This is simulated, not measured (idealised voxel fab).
Proc. module: voxel capacitor over wiring
Displayed cross-section: cut, width of 255 nm, square cells sized 5 nm.
Format of a cross-section: grid, square cells. Given as bands. Order: top down. Band: one or more rows of cells.
The entry gives the band's vertical extent as a top height and a bottom height in nm, then its horizontal make-up as materials from left to right, each with a width in nm. "air" stands for empty space; a single material marked "all across" fills the band edge to edge.
Height reference: 0 = level under which incoming wafer is all one material. Lowest band: no bottom, runs on downward, e.g. "top 0, no bottom".
Think of "30->40" as a width that walks from the first number to the second as you go down the band, top row to bottom row, taking equal-sized steps from row to row.
Step note "stayed the same" = no cross-section cell changed.
Closed empty spaces (no open way to the top) of 8 cells or more are what "Sealed cavities" lists, each as width x height at distance from the left edge, nm for all three.
Heads up: the bit after the settings on a step's line is the simulator's remark on that step.
You can add "overlay nm" to a step's line. For a step with a mask, it describes how far the mask lay to the right of its planned position, and a negative number describes a lay to the left.

[Steps in the process plan]
1. RECEIVE (material Si)
2. CONFORMAL_DEP (material SiO2; thk nm 15)
3. CONFORMAL_DEP (material SiN; thk nm 5)
4. DIRECTIONAL_DEP (material lowk; thk nm 25)
5. DIRECTIONAL_DEP (material aC; thk nm 10)
6. PATTERN (tone open; mask id METAL_1; material resist; width nm 25; pitch nm 95; thk nm 25; overlay nm 0)
7. DIRECTIONAL_ETCH (etch materials aC; depth nm 10)
8. STRIP (etch materials resist)
9. DIRECTIONAL_ETCH (etch materials lowk; depth nm 25)
10. DIRECTIONAL_ETCH (etch materials SiN; depth nm 5)
11. STRIP (etch materials aC)
12. CONFORMAL_DEP (material TiN; thk nm 5)
13. FILL_DEP (material Cu; thk nm 10)
14. CMP (height nm 45)
15. CONFORMAL_DEP (material SiCN; thk nm 5)
16. DIRECTIONAL_DEP (material SiO2; thk nm 10)
17. PATTERN (tone open; mask id PLUG_1; material resist; width nm 15; thk nm 15; overlay nm 0)
18. DIRECTIONAL_ETCH (etch materials SiO2; depth nm 10)
19. DIRECTIONAL_ETCH (etch materials SiCN; depth nm 5)
20. STRIP (etch materials resist)
21. CONFORMAL_DEP (material TiN; thk nm 5)
22. FILL_DEP (material W; thk nm 10)
23. CMP (height nm 60)
24. DIRECTIONAL_DEP (material TiN; thk nm 10)
25. DIRECTIONAL_DEP (material SiN; thk nm 5)
26. DIRECTIONAL_DEP (material TiN; thk nm 10)
27. DIRECTIONAL_DEP (material aC; thk nm 10)
28. PATTERN (tone cover; mask id UPPER_PLATE; material resist; width nm 75; thk nm 25; overlay nm 0)
29. DIRECTIONAL_ETCH (etch materials aC; depth nm 10)
30. STRIP (etch materials resist)
31. DIRECTIONAL_ETCH (etch materials TiN; depth nm 10)
32. DIRECTIONAL_ETCH (etch materials SiN; depth nm 5)
33. STRIP (etch materials aC)
34. DIRECTIONAL_DEP (material aC; thk nm 15)
35. PATTERN (tone cover; mask id LOWER_PLATE; material resist; width nm 85; thk nm 30; overlay nm 0)
36. DIRECTIONAL_ETCH (etch materials aC; depth nm 15)
37. STRIP (etch materials resist)
38. DIRECTIONAL_ETCH (etch materials TiN; depth nm 10)
39. STRIP (etch materials aC)
40. FILL_DEP (material SiO2; thk nm 15)
41. CMP (height nm 95)
42. DIRECTIONAL_DEP (material aC; thk nm 10)
43. PATTERN (tone open; mask id PLUG_2; material resist; width nm 15; thk nm 25; overlay nm 0)
44. DIRECTIONAL_ETCH (etch materials aC; depth nm 10)
45. STRIP (etch materials resist)
46. DIRECTIONAL_ETCH (etch materials SiO2; depth nm 10)
47. STRIP (etch materials aC)
48. CONFORMAL_DEP (material TiN; thk nm 5)
49. FILL_DEP (material Cu; thk nm 5)
50. CMP (height nm 95)
51. CONFORMAL_DEP (material SiN; thk nm 5)

[Cross-section of the wafer upon arrival, representing the state reached after step 1]
    top 0, no bottom: Si all across
    Sealed cavities: none

[Cross-section at module end, one run error; start and plan unchanged from above]
    top 100, bottom 95: SiN all across
    top 95, bottom 90: 85 nm SiO2; 5 nm TiN; 5 nm Cu; 5 nm TiN; 155 nm SiO2
    top 90, bottom 85: 85 nm SiO2; 15 nm TiN; 155 nm SiO2
    top 85, bottom 75: 70 nm SiO2; 5 nm TiN; 75 nm SiO2; 5 nm TiN; 100 nm SiO2
    top 75, bottom 70: 75 nm SiN; 75 nm SiO2; 105 nm SiN
    top 70, bottom 60: TiN all across
    top 60, bottom 50: 75 nm SiO2; 5 nm TiN; 5 nm W; 5 nm TiN; 165 nm SiO2
    top 50, bottom 45: 75 nm SiCN; 15 nm TiN; 165 nm SiCN
    top 45, bottom 20: 65 nm lowk; 5 nm TiN; 15 nm Cu; 5 nm TiN; 70 nm lowk; 5 nm TiN; 15 nm Cu; 5 nm TiN; 70 nm lowk
    top 20, bottom 15: 65 nm SiN; 25 nm TiN; 70 nm SiN; 25 nm TiN; 70 nm SiN
    top 15, bottom 0: SiO2 all across
    top 0, no bottom: Si all across
    Sealed cavities: none
It is concluded that the wafer was processed incorrectly with respect to the plan, in that it should be noted that step 28 was executed with settings other than those planned, the operation and settings actually applied being PATTERN (tone open; mask id UPPER_PLATE; material resist; width nm 75; thk nm 25; overlay nm 0)
